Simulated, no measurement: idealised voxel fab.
Title: Process Module voxel ribs on slabs
Xsec cut, 250 nm wide, square cell size 5 nm.
Square cells in a grid make up a cross-section in this document, and the grid is given as bands, listed from the top down, each one or more rows of cells. Per band: top height and bottom height in nm, followed by the left-to-right materials and their widths in nm; "throughout" marks a single material spanning edge to edge, "blank" marks empty space. The level at which height equals 0 is the one under which the wafer, as it arrives, is entirely one material. No lower edge exists for the bottom band, which continues downward and is notated as in "0 down". When a width is written as two numbers, as in "30->40", the first number is the width in the top row of cells of the band and the second is the width in its bottom row, and the width changes by the same amount from each row to the next. Take "all unchanged" at face value: in the step it is given for, the cross-section changed in none of its cells. Any empty space of 8 cells or more lacking an open way to the top shows up in "Closed void catalog" as width x height at distance, distance from the left edge, in nm. That trailing text on a step's line, after the settings, is the simulator's own remark on the step. "overlay nm" denotes, for a step that has a mask, the displacement of the mask to the right of its planned place, with negative values corresponding to the left.
These are the steps we planned for the process
| 1 | RECEIVE | material Si |
| 2 | DIRECTIONAL_DEP | material SiO2 | thk nm 25 |
| 3 | DIRECTIONAL_DEP | material SiN | thk nm 25 |
| 4 | MASKED_ETCH | tone cover | mask id RIB | width nm 15 | etch materials SiN | depth nm 20 | overlay nm 0 |
| 5 | DIRECTIONAL_DEP | material aC | thk nm 10 |
| 6 | PATTERN | tone cover | mask id SLAB | material resist | width nm 55 | thk nm 25 | overlay nm 0 |
| 7 | DIRECTIONAL_ETCH | etch materials aC | depth nm 10 |
| 8 | STRIP | etch materials resist |
| 9 | DIRECTIONAL_ETCH | etch materials SiN | depth nm 5 |
| 10 | STRIP | etch materials aC |
| 11 | FILL_DEP | material SiO2 | thk nm 25 |
| 12 | CMP | height nm 65 |
| 13 | DIRECTIONAL_DEP | material TiN | thk nm 10 |
| 14 | MASKED_ETCH | tone cover | mask id HEATER | width nm 25 | etch materials TiN | depth nm 10 | overlay nm 0 |
| 15 | CONFORMAL_DEP | material SiN | thk nm 5 |
As-received state of the wafer in cross-section, equivalent to post-step 1
- 0 down = Si throughout
- Closed void catalog: none
This is how the wafer looks in cross-section once the module is done, given the starting state and plan above and one mistake in carrying the plan out
- 80 to 75 = blank=105 / SiN=35 / blank=110
- 75 to 70 = blank=105 / SiN=5 / TiN=25 / SiN=5 / blank=110
- 70 to 65 = SiN=110 / TiN=25 / SiN=115
- 65 to 40 = SiO2 throughout
- 40 to 20 = SiO2=115 / SiN=15 / SiO2=120
- 20 to 15 = SiO2=95 / SiN=55 / SiO2=100
- 15 to 0 = SiO2 throughout
- 0 down = Si throughout
- Closed void catalog: none
Which mistake was made when the wafer was run? step 2 changed vs plan, executed as DIRECTIONAL_DEP | material SiO2 | thk nm 15
